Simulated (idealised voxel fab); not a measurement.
Process module name: voxel wiring stack
For reference, the cross-section in this document is cut, with width 210 nm and square cells of 5 nm.
How to read a cross-section here: the picture is a grid of square cells, written as bands going from the top down, and any band can span one or more rows of cells.
Top, bottom (nm), then materials left to right with widths (nm); lone material tagged "all across" fills the whole band edge to edge; "empty" = empty space.
The level at which height equals 0 is the one under which the wafer, as it arrives, is entirely one material. No lower edge exists for the bottom band, which continues downward and is notated as in "0..down".
The two numbers in a width such as "30 to 40" mark its ends across the band: the first belongs to the top row of cells, the second to the bottom row, and from each row to the next the width moves by the same amount.
You'll sometimes find "no change occurred" written for a step, and that's the way of saying that nowhere in the cross-section did a cell change during that step.
"Voids lacking openings": sealed empty spaces, 8 cells or more, no open way to top, listed width x height at distance, with distance from the left edge and width, height and distance in nm.
Whatever follows a step's settings on its line is a remark the simulator itself makes about that step.
"overlay nm" answers the question of how far to the right of plan the mask lay on a step that has a mask, and when it is negative the answer is to the left.
# So here's the lineup of process steps we planned
1 RECEIVE with material Si
2 CONFORMAL_DEP with material SiO2, thk nm 15
3 DIRECTIONAL_DEP with material TiN, thk nm 5
4 DIRECTIONAL_DEP with material W, thk nm 25
5 DIRECTIONAL_DEP with material aC, thk nm 10
6 PATTERN with tone cover, mask id METAL_1, material resist, width nm 20, pitch nm 50, thk nm 30, overlay nm 0
7 DIRECTIONAL_ETCH with etch materials aC, depth nm 10
8 STRIP with etch materials resist
9 DIRECTIONAL_ETCH with etch materials W, depth nm 25
10 DIRECTIONAL_ETCH with etch materials TiN, depth nm 5
11 STRIP with etch materials aC
12 CONFORMAL_DEP with material SiCN, thk nm 5
13 FILL_DEP with material lowk, thk nm 10
14 CMP with height nm 45
15 CONFORMAL_DEP with material SiCN, thk nm 5
16 DIRECTIONAL_DEP with material lowk, thk nm 20
17 DIRECTIONAL_DEP with material aC, thk nm 10
18 PATTERN with tone open, mask id PLUG_1, material resist, width nm 15, pitch nm 100, thk nm 25, overlay nm 0
19 DIRECTIONAL_ETCH with etch materials aC, depth nm 10
20 STRIP with etch materials resist
21 DIRECTIONAL_ETCH with etch materials lowk, depth nm 20
22 DIRECTIONAL_ETCH with etch materials SiCN, depth nm 5
23 STRIP with etch materials aC
24 EPI with material Ru, thk nm 10
25 EPI with material Ru, thk nm 10
26 EPI with material Ru, thk nm 5
27 CONFORMAL_DEP with material SiCN, thk nm 5
28 DIRECTIONAL_DEP with material SiO2, thk nm 25
29 PATTERN with tone open, mask id METAL_2, material resist, width nm 30, pitch nm 50, thk nm 20, overlay nm 0
30 DIRECTIONAL_ETCH with etch materials SiO2, depth nm 25
31 DIRECTIONAL_ETCH with etch materials SiCN, depth nm 5
32 STRIP with etch materials resist
33 CONFORMAL_DEP with material TiN, thk nm 5
34 FILL_DEP with material Ru, thk nm 10
35 CMP with height nm 100
36 CONFORMAL_DEP with material SiCN, thk nm 5
37 DIRECTIONAL_DEP with material SiO2, thk nm 30
38 PATTERN with tone open, mask id METAL_3, material resist, width nm 30, pitch nm 50, thk nm 20, overlay nm 0
39 DIRECTIONAL_ETCH with etch materials SiO2, depth nm 20
40 STRIP with etch materials resist
41 MASKED_ETCH with tone open, mask id METAL_3_HOLES, width nm 15, pitch nm 50, etch materials SiO2, depth nm 10, overlay nm 0
42 MASKED_ETCH with tone open, mask id METAL_3_HOLES, width nm 15, pitch nm 50, etch materials SiCN, depth nm 5, overlay nm 0
43 CONFORMAL_DEP with material TiN, thk nm 5
44 FILL_DEP with material Cu, thk nm 5
45 CMP with height nm 135
46 CONFORMAL_DEP with material SiCN, thk nm 5
Same starting wafers, different width nm at step 6. Plan value belongs to the first wafer.
# Cross-section, first of several wafers, as delivered after step 1
    0..down: Si all across
    Voids lacking openings: none
# First of several wafers in cross-section at module end, following the final step, step 46
    140..135: SiCN all across
    135..120: SiO2=40  TiN=5  Cu=20  TiN=5  SiO2=20  TiN=5  Cu=20  TiN=5  SiO2=20  TiN=5  Cu=20  TiN=5  SiO2=40
    120..115: SiO2=40  TiN=5  Cu=5  TiN=20  SiO2=20  TiN=5  Cu=5  TiN=20  SiO2=20  TiN=5  Cu=5  TiN=20  SiO2=40
    115..105: SiO2=40  TiN=5  Cu=5  TiN=5  SiO2=35  TiN=5  Cu=5  TiN=5  SiO2=35  TiN=5  Cu=5  TiN=5  SiO2=55
    105..100: SiCN=40  TiN=15  SiCN=35  TiN=15  SiCN=35  TiN=15  SiCN=55
    100..75: SiO2=40  TiN=5  Ru=20  TiN=5  SiO2=20  TiN=5  Ru=20  TiN=5  SiO2=20  TiN=5  Ru=20  TiN=5  SiO2=40
    75..70: SiCN=40  TiN=30  SiCN=20  TiN=30  SiCN=20  TiN=30  SiCN=40
    70..50: lowk=40  Ru=15  lowk=85  Ru=15  lowk=55
    50..45: SiCN=40  Ru=15  SiCN=85  Ru=15  SiCN=55
    45..20: lowk=40  SiCN=5  W=20  SiCN=5  lowk=20  SiCN=5  W=20  SiCN=5  lowk=20  SiCN=5  W=20  SiCN=5  lowk=40
    20..15: SiCN=45  TiN=20  SiCN=30  TiN=20  SiCN=30  TiN=20  SiCN=45
    15..0: SiO2 all across
    0..down: Si all across
    Voids lacking openings: none
# So this is the cross-section on the last wafer at the end of the module
    140..135: SiCN all across
    135..120: SiO2=40  TiN=5  Cu=20  TiN=5  SiO2=20  TiN=5  Cu=20  TiN=5  SiO2=20  TiN=5  Cu=20  TiN=5  SiO2=40
    120..115: SiO2=40  TiN=5  Cu=5  TiN=20  SiO2=20  TiN=5  Cu=5  TiN=20  SiO2=20  TiN=5  Cu=5  TiN=20  SiO2=40
    115..105: SiO2=40  TiN=5  Cu=5  TiN=5  SiO2=35  TiN=5  Cu=5  TiN=5  SiO2=35  TiN=5  Cu=5  TiN=5  SiO2=55
    105..100: SiCN=40  TiN=15  SiCN=35  TiN=15  SiCN=35  TiN=15  SiCN=55
    100..75: SiO2=40  TiN=5  Ru=20  TiN=5  SiO2=20  TiN=5  Ru=20  TiN=5  SiO2=20  TiN=5  Ru=20  TiN=5  SiO2=40
    75..70: SiCN=40  TiN=30  SiCN=20  TiN=30  SiCN=20  TiN=30  SiCN=40
    70..50: lowk=40  Ru=15  lowk=85  Ru=15  lowk=55
    50..45: SiCN=40  Ru=15  SiCN=85  Ru=15  SiCN=55
    45..20: lowk=35  SiCN=5  W=35  SiCN=5  lowk=5  SiCN=5  W=35  SiCN=5  lowk=5  SiCN=5  W=35  SiCN=5  lowk=30
    20..15: SiCN=40  TiN=35  SiCN=15  TiN=35  SiCN=15  TiN=35  SiCN=35
    15..0: SiO2 all across
    0..down: Si all across
    Voids lacking openings: none
# Below, a row for every wafer. Read it as the end-of-module picture: for each material the wafer shows its cells gained (+) or lost (-) since it was received, and then its closed voids
width nm 20, +45 Cu, +90 Ru, +195 SiCN, +408 SiO2, +114 TiN, +60 W, +264 lowk, Voids lacking openings: none
width nm 25, +45 Cu, +90 Ru, +192 SiCN, +408 SiO2, +117 TiN, +75 W, +249 lowk, Voids lacking openings: none
width nm 30, +45 Cu, +90 Ru, +189 SiCN, +408 SiO2, +120 TiN, +90 W, +234 lowk, Voids lacking openings: none
width nm 35, +45 Cu, +90 Ru, +186 SiCN, +408 SiO2, +123 TiN, +105 W, +219 lowk, Voids lacking openings: none
